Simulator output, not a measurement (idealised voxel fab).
process module | voxel spacer lines
cross-section cut | 165 nm wide | cells 5 nm
A cross-section is a grid of square cells, given in bands from the top down. A band is one or more rows of cells.
Each band's line starts with the height of the band's top and of its bottom, in nm. Then come its materials from left to right, each with its width in nm. One material with "throughout" fills the band from edge to edge. "air" is empty space.
Height 0 is the level under which the wafer as received is all one material. The lowest band goes on downwards, as in "0 down".
A width such as "30 to 40" changes by the same amount from each row of cells to the next, from the band's top row to its bottom row.
"no change" after a step means that no cell of the cross-section changed.
closed voids: empty space of 8 cells or more with no open way to the top, each as width x height at its distance from the left edge, in nm
after a step's settings: what the simulator itself notes on the step
overlay nm, on a step with a mask: how far to the right of its planned place the mask lay; to the left if negative
plan
1 op RECEIVE | material Si
2 op CONFORMAL_DEP | material Al2O3 | thk nm 5
3 op DIRECTIONAL_DEP | material polySi | thk nm 15
4 op DIRECTIONAL_DEP | material aC | thk nm 25
5 op PATTERN | tone cover | mask id MANDREL | material resist | width nm 20 | pitch nm 60 | thk nm 30 | overlay nm 0
6 op DIRECTIONAL_ETCH | etch materials aC | depth nm 25
7 op STRIP | etch materials resist
8 op CONFORMAL_DEP | material SiO2 | thk nm 10
9 op DIRECTIONAL_ETCH | etch materials SiO2 | depth nm 10
10 op STRIP | etch materials aC
11 op DIRECTIONAL_ETCH | etch materials polySi | depth nm 15
12 op STRIP | etch materials SiO2
as received, after step 1
  0 down: Si throughout
  closed voids: none
a wafer at the end: this start, this plan, one mistake
  20 to 5: air 35 | polySi 10 | air 20 | polySi 10 | air 20 | polySi 10 | air 20 | polySi 10 | air 30
  5 to 0: Al2O3 throughout
  0 down: Si throughout
  closed voids: none
what went wrong: step 5 ran as: op PATTERN | tone cover | mask id MANDREL | material resist | width nm 20 | pitch nm 60 | thk nm 30 | overlay nm 5
